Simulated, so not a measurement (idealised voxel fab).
Process module under the name voxel self aligned contacts
Shown is cross-section cut, with a width of 150 nm and square cells of size 5 nm.
Just so we're on the same page, the cross-sections are grids of square cells, and they're listed out in bands top to bottom, each band one or more rows deep. Heights first: top, then bottom, in nm. Then materials, left to right, each with a width in nm. "edge to edge" on a single material: fills the band edge to edge. "empty": empty space. The reference from which all heights are counted is 0, the level beneath which the as-received wafer is entirely one material; the lowest band, having no lower bound, proceeds downward and is written after the example "0 nm and below". You'd read "30->40" like this: the band's top row of cells is as wide as the first number, its bottom row is as wide as the second, and going down, every row changes width by the same amount as the row before did. Step marked "stayed the same"? Then no cell in the cross-section changed in it. Empty spaces counting at least 8 cells and having no open way to the top are listed in "Closed empty spaces". The notation width x height at distance is used for each, the distance being from the left edge and all three values in nm. If you see something after the settings on a step's line, that's the simulator's own remark about that step. What "overlay nm" on a step's line means: if the step has a mask, that mask lay this far to the right of its planned place, or, when the value is negative, to the left.

This section lists the process steps that were planned:
1 RECEIVE with material Si
2 CONFORMAL_DEP with material SiO2, thk nm 5
3 DIRECTIONAL_DEP with material polySi, thk nm 25
4 DIRECTIONAL_DEP with material SiN, thk nm 20
5 DIRECTIONAL_DEP with material aC, thk nm 15
6 PATTERN with tone cover, mask id GATE, material resist, width nm 30, pitch nm 70, thk nm 30, overlay nm 0
7 DIRECTIONAL_ETCH with etch materials aC, depth nm 15
8 STRIP with etch materials resist
9 DIRECTIONAL_ETCH with etch materials SiN, depth nm 20
10 DIRECTIONAL_ETCH with etch materials polySi, depth nm 25
11 STRIP with etch materials aC
12 CONFORMAL_DEP with material SiN, thk nm 10
13 DIRECTIONAL_ETCH with etch materials SiN, depth nm 10
14 FILL_DEP with material SiO2, thk nm 10
15 CMP with height nm 55
16 MASKED_ETCH with tone open, mask id CONTACT, width nm 50, etch materials SiO2, depth nm 55, overlay nm 0
17 CONFORMAL_DEP with material TiN, thk nm 5
18 FILL_DEP with material W, thk nm 10
19 CMP with height nm 55
20 CONFORMAL_DEP with material SiCN, thk nm 5

Wafer as received: cross-section following step 1:
* 0 nm and below | Si edge to edge
* Closed empty spaces: none

Figure: cross-sectional view of the wafer upon completion of the module, processed from the initial state and according to the plan depicted above, with one error introduced during execution:
* 60 nm to 55 nm | SiCN edge to edge
* 55 nm to 50 nm | SiO2 50; TiN 20; W 10; TiN 20; SiO2 50
* 50 nm to 30 nm | SiO2 15; SiN 50; TiN 5; W 10; TiN 5; SiN 50; SiO2 15
* 30 nm to 20 nm | SiO2 15; SiN 10; polySi 30; SiN 10; TiN 5; W 10; TiN 5; SiN 10; polySi 30; SiN 10; SiO2 15
* 20 nm to 15 nm | SiO2 15; SiN 10; polySi 30; SiN 10; TiN 20; SiN 10; polySi 30; SiN 10; SiO2 15
* 15 nm to 5 nm | SiN 25; polySi 30; SiN 40; polySi 30; SiN 25
* 5 nm to 0 nm | SiO2 edge to edge
* 0 nm and below | Si edge to edge
* Closed empty spaces: none
It is concluded that the wafer was processed incorrectly with respect to the plan, in that steps 12 and 13 traded places in the executed sequence
